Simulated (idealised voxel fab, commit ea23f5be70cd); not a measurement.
Process module under the name voxel wiring stack
Square cells of 5 nm make up the cross-section cut, whose width is 210 nm.
Bands, listed from the top down, are how a cross-section gets written in this document; the cross-section itself is a grid of square cells, and a band is one or more rows of them.
The band entry comprises the height of the band's top followed by the height of its bottom, expressed in nm, and subsequently the band's materials from left to right, each stated together with its width in nm. Where a single material is marked with the word "all across", that material fills the band from edge to edge. The word "air" represents empty space.
Height datum 0, below which the as-received substrate wafer is one material. Lowest band open at the bottom, running downward: "0 -> down".
Think of "30->40" as a width that walks from the first number to the second as you go down the band, top row to bottom row, taking equal-sized steps from row to row.
The designation "identical to before", where it is given for a processing step, indicates that no cell of the cross-section was altered in the course of that step.
Heads up: "Sealed void list" only lists the empty pockets with no open path to the top that are 8 cells or more, and it writes them as width x height at distance, distance from the left edge, in nm.
Post-settings text on a step line: simulator's own remark regarding the step.
overlay nm: right-of-plan distance of the mask on a masked step; negative values mean left-of-plan.

The process steps that were planned are listed below
1: RECEIVE with material Si
2: CONFORMAL_DEP with material SiO2, thk nm 10
3: CONFORMAL_DEP with material SiCN, thk nm 5
4: DIRECTIONAL_DEP with material SiO2, thk nm 25
5: MASKED_ETCH with tone open, mask id METAL_1, width nm 30, pitch nm 45, etch materials SiO2, depth nm 25, overlay nm 0
6: MASKED_ETCH with tone open, mask id METAL_1, width nm 30, pitch nm 45, etch materials SiCN, depth nm 5, overlay nm 0
7: CONFORMAL_DEP with material TiN, thk nm 5
8: FILL_DEP with material W, thk nm 10
9: CMP with height nm 40
10: EPI with material Ru, thk nm 5
11: FILL_DEP with material SiCN, thk nm 5
12: DIRECTIONAL_DEP with material SiO2, thk nm 35
13: DIRECTIONAL_DEP with material aC, thk nm 15
14: PATTERN with tone open, mask id METAL_2_HOLES, material resist, width nm 15, pitch nm 45, thk nm 30, overlay nm 0
15: DIRECTIONAL_ETCH with etch materials aC, depth nm 15
16: STRIP with etch materials resist
17: DIRECTIONAL_ETCH with etch materials SiO2, depth nm 35
18: STRIP with etch materials aC
19: PATTERN with tone open, mask id METAL_2, material resist, width nm 30, pitch nm 45, thk nm 20, overlay nm 0
20: DIRECTIONAL_ETCH with etch materials SiO2, depth nm 20
21: DIRECTIONAL_ETCH with etch materials SiCN, depth nm 5
22: STRIP with etch materials resist
23: CONFORMAL_DEP with material TiN, thk nm 5
24: FILL_DEP with material Cu, thk nm 10
25: CMP with height nm 85
26: CONFORMAL_DEP with material SiCN, thk nm 5

Wafer cross-section on receipt, i.e. after step 1
	0 -> down = Si all across
	Sealed void list: none

Sectioned view, first of two wafers, at the close of the module, processed as intended in the plan
	90 -> 85 = SiCN all across
	85 -> 70 = 65 nm SiO2, 5 nm TiN, 20 nm Cu, 5 nm TiN, 15 nm SiO2, 5 nm TiN, 20 nm Cu, 5 nm TiN, 70 nm SiO2
	70 -> 65 = 65 nm SiO2, 5 nm TiN, 5 nm Cu, 20 nm TiN, 15 nm SiO2, 5 nm TiN, 5 nm Cu, 20 nm TiN, 70 nm SiO2
	65 -> 50 = 65 nm SiO2, 5 nm TiN, 5 nm Cu, 5 nm TiN, 30 nm SiO2, 5 nm TiN, 5 nm Cu, 5 nm TiN, 85 nm SiO2
	50 -> 45 = 65 nm SiCN, 15 nm TiN, 30 nm SiCN, 15 nm TiN, 85 nm SiCN
	45 -> 40 = 60 nm SiCN, 40 nm Ru, 5 nm SiCN, 40 nm Ru, 65 nm SiCN
	40 -> 15 = 65 nm SiO2, 5 nm TiN, 20 nm W, 5 nm TiN, 15 nm SiO2, 5 nm TiN, 20 nm W, 5 nm TiN, 70 nm SiO2
	15 -> 10 = 65 nm SiCN, 30 nm TiN, 15 nm SiCN, 30 nm TiN, 70 nm SiCN
	10 -> 0 = SiO2 all across
	0 -> down = Si all across
	Sealed void list: none

Second wafer of the two, sectioned at the end of the module. It began like the first and followed the same plan, but one mistake was made while running it
	90 -> 85 = SiCN all across
	85 -> 70 = 65 nm SiO2, 5 nm TiN, 20 nm Cu, 5 nm TiN, 15 nm SiO2, 5 nm TiN, 20 nm Cu, 5 nm TiN, 70 nm SiO2
	70 -> 65 = 65 nm SiO2, 5 nm TiN, 5 nm Cu, 20 nm TiN, 15 nm SiO2, 5 nm TiN, 5 nm Cu, 20 nm TiN, 70 nm SiO2
	65 -> 55 = 65 nm SiO2, 5 nm TiN, 5 nm Cu, 5 nm TiN, 30 nm SiO2, 5 nm TiN, 5 nm Cu, 5 nm TiN, 85 nm SiO2
	55 -> 50 = 65 nm SiO2, 15 nm TiN, 30 nm SiO2, 15 nm TiN, 85 nm SiO2
	50 -> 40 = Ru all across
	40 -> 15 = 65 nm SiO2, 5 nm TiN, 20 nm W, 5 nm TiN, 15 nm SiO2, 5 nm TiN, 20 nm W, 5 nm TiN, 70 nm SiO2
	15 -> 10 = 65 nm SiCN, 30 nm TiN, 15 nm SiCN, 30 nm TiN, 70 nm SiCN
	10 -> 0 = SiO2 all across
	0 -> down = Si all across
	Sealed void list: none
What went wrong in running the wafer? planned and actual differ for step 11; actual: FILL_DEP with material Ru, thk nm 5
The final cell counts differ between the wafers, with the second having more or fewer of some materials than the first: 2 fewer of Cu; 68 more of Ru; 62 fewer of SiCN; 4 fewer of TiN
